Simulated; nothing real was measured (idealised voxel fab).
Process module under the name voxel tone inversion
The width of the displayed cross-section, cut, is 180 nm; its cells are square, with a size of 5 nm.
If you're reading a cross-section in this doc, picture square cells in a grid; it comes to you as bands, top ones listed first down to the bottom, and a band can be one or more rows of cells.
The band entry comprises the height of the band's top followed by the height of its bottom, expressed in nm, and subsequently the band's materials from left to right, each stated together with its width in nm. Where a single material is marked with the word "full width", that material fills the band from edge to edge. The word "blank" represents empty space.
Beneath 0, the wafer as received is one material, and that level is where height counting begins. The lowest band goes on downward without a bottom; it is written like "0..down".
Width: "30..40" (first number = top row, second number = bottom row, same change from row to row of cells).
Where a step carries "everything unchanged", the cross-section came out of it unchanged, cell for cell.
"Enclosed cavity list": sealed empty spaces, 8 cells or more, no open way to top, listed width x height at distance, with distance from the left edge and width, height and distance in nm.
Anything after a step's settings on that line? It's the simulator's own note about the step.
"overlay nm", when on a step's line for a step with a mask, measures how far to the right of its planned place the mask lay; a negative measure means to the left.

Planned step list for the process
- 1: RECEIVE | material Si
- 2: CONFORMAL_DEP | material SiCN | thk nm 10
- 3: DIRECTIONAL_DEP | material polySi | thk nm 25
- 4: PATTERN | tone cover | mask id POSTS | material resist | width nm 15 | pitch nm 35 | thk nm 30 | overlay nm 0
- 5: DIRECTIONAL_ETCH | etch materials polySi | depth nm 25
- 6: STRIP | etch materials resist
- 7: FILL_DEP | material SiO2 | thk nm 5
- 8: CMP | height nm 35
- 9: STRIP | etch materials polySi
- 10: CONFORMAL_DEP | material TiN | thk nm 5
- 11: FILL_DEP | material W | thk nm 10
- 12: CMP | height nm 35
- 13: CONFORMAL_DEP | material SiCN | thk nm 5

This is the cross-section of the wafer as we received it, i.e. after step 1
- 0..down  Si full width
- Enclosed cavity list: none

The module was run from the start shown above using the plan shown above, but one mistake was made doing it; the resulting wafer cross-section is below
- 40..35  SiCN full width
- 35..30  TiN=70, then W=5, then TiN=30, then W=5, then TiN=70
- 30..15  SiO2=65, then TiN=5, then W=5, then TiN=5, then SiO2=20, then TiN=5, then W=5, then TiN=5, then SiO2=65
- 15..10  SiO2=65, then TiN=15, then SiO2=20, then TiN=15, then SiO2=65
- 10..0  SiCN full width
- 0..down  Si full width
- Enclosed cavity list: none
Diagnosis: step 8 was run on a setting that differed from the plan, and what really ran there is CMP | height nm 30
